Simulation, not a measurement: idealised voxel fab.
process module | voxel transistor to metal
cross-section cut | 270 nm wide | cells 5 nm
A cross-section is a grid of square cells, given in bands from the top down. A band is one or more rows of cells.
Each band's line starts with the height of the band's top and of its bottom, in nm. Then come its materials from left to right, each with its width in nm. One material with "throughout" fills the band from edge to edge. "air" is empty space.
Height 0 is the level under which the wafer as received is all one material. The lowest band goes on downwards, as in "0 down".
A width such as "30 to 40" changes by the same amount from each row of cells to the next, from the band's top row to its bottom row.
"no change" after a step means that no cell of the cross-section changed.
closed voids: empty space of 8 cells or more with no open way to the top, each as width x height at its distance from the left edge, in nm
after a step's settings: what the simulator itself notes on the step
overlay nm, on a step with a mask: how far to the right of its planned place the mask lay; to the left if negative
plan
1 op RECEIVE | material Si
2 op OXIDIZE | depth nm 5
3 op CONFORMAL_DEP | material SiN | thk nm 15
4 op MASKED_ETCH | tone cover | mask id ACTIVE | width nm 105 | pitch nm 135 | etch materials SiN | depth nm 15 | overlay nm 0
5 op MASKED_ETCH | tone cover | mask id ACTIVE | width nm 105 | pitch nm 135 | etch materials SiO2 | depth nm 5 | overlay nm 0
6 op MASKED_ETCH | tone cover | mask id ACTIVE | width nm 105 | pitch nm 135 | etch materials Si | depth nm 35 | overlay nm 0
7 op OXIDIZE | depth nm 5
8 op FILL_DEP | material SiO2 | thk nm 15
9 op CMP | height nm 15
10 op SELECTIVE_ETCH | etch materials SiO2 | depth nm 15
11 op STRIP | etch materials SiN
12 op SELECTIVE_ETCH | etch materials SiO2 | depth nm 5
13 op OXIDIZE | depth nm 5
14 op DIRECTIONAL_DEP | material polySi | thk nm 25
15 op DIRECTIONAL_DEP | material SiCN | thk nm 15
16 op MASKED_ETCH | tone cover | mask id GATE | width nm 25 | pitch nm 135 | etch materials SiCN | depth nm 25 | overlay nm 0
17 op MASKED_ETCH | tone cover | mask id GATE | width nm 25 | pitch nm 135 | etch materials polySi | depth nm 35 | overlay nm 0
18 op CONFORMAL_DEP | material SiO2 | thk nm 5
19 op DIRECTIONAL_ETCH | etch materials SiO2 | depth nm 5
20 op CONFORMAL_DEP | material SiN | thk nm 10
21 op DIRECTIONAL_ETCH | etch materials SiN | depth nm 10
22 op DIRECTIONAL_ETCH | etch materials SiO2 | depth nm 5
23 op DIRECTIONAL_ETCH | etch materials Si | depth nm 5
24 op EPI | material pSi | thk nm 10
25 op FILL_DEP | material SiO2 | thk nm 10
26 op CMP | height nm 20
27 op STRIP | etch materials polySi
28 op SELECTIVE_ETCH | etch materials SiO2 | depth nm 5
29 op CONFORMAL_DEP | material HfO2 | thk nm 5
30 op CONFORMAL_DEP | material TiN | thk nm 5
31 op FILL_DEP | material W | thk nm 10
32 op CMP | height nm 15
33 op DIRECTIONAL_DEP | material SiO2 | thk nm 10
34 op DIRECTIONAL_DEP | material aC | thk nm 10
35 op PATTERN | tone open | mask id CONTACT | material resist | width nm 20 | thk nm 30 | overlay nm 0
36 op DIRECTIONAL_ETCH | etch materials aC | depth nm 10
37 op STRIP | etch materials resist
38 op DIRECTIONAL_ETCH | etch materials SiO2 | depth nm 30
39 op STRIP | etch materials aC
40 op CONFORMAL_DEP | material TiN | thk nm 5
41 op FILL_DEP | material W | thk nm 10
42 op CMP | height nm 25
43 op CONFORMAL_DEP | material SiN | thk nm 5
44 op DIRECTIONAL_DEP | material lowk | thk nm 25
45 op DIRECTIONAL_DEP | material aC | thk nm 15
46 op PATTERN | tone open | mask id METAL_1 | material resist | width nm 20 | thk nm 30 | overlay nm 0
47 op DIRECTIONAL_ETCH | etch materials aC | depth nm 15
48 op STRIP | etch materials resist
49 op DIRECTIONAL_ETCH | etch materials lowk | depth nm 25
50 op DIRECTIONAL_ETCH | etch materials SiN | depth nm 5
51 op STRIP | etch materials aC
52 op CONFORMAL_DEP | material TiN | thk nm 5
53 op FILL_DEP | material Cu | thk nm 5
54 op CMP | height nm 55
55 op EPI | material Ru | thk nm 5
56 op FILL_DEP | material SiCN | thk nm 5
varied across the wafers: depth nm of step 2. The plan shows the first wafer's value. All wafers start alike
first wafer as received, after step 1
  0 down: Si throughout
  closed voids: none
each wafer at the end: cells of each material gained (+) or lost (-) since it was received, then its closed voids
depth nm 5 | +40 Cu | +30 HfO2 | +24 Ru | -236 Si | +84 SiCN | +70 SiN | +272 SiO2 | +134 TiN | +50 W | +190 lowk | +44 pSi | closed voids: none
depth nm 10 | +40 Cu | +30 HfO2 | +24 Ru | -140 Si | +84 SiCN | +70 SiN | +148 SiO2 | +134 TiN | +50 W | +190 lowk | +72 pSi | closed voids: none
depth nm 15 | +40 Cu | +30 HfO2 | +24 Ru | -162 Si | +84 SiCN | +70 SiN | +234 SiO2 | +134 TiN | +58 W | +190 lowk | closed voids: none
depth nm 20 | +40 Cu | +30 HfO2 | +24 Ru | -216 Si | +84 SiCN | +70 SiN | +288 SiO2 | +134 TiN | +58 W | +190 lowk | closed voids: none
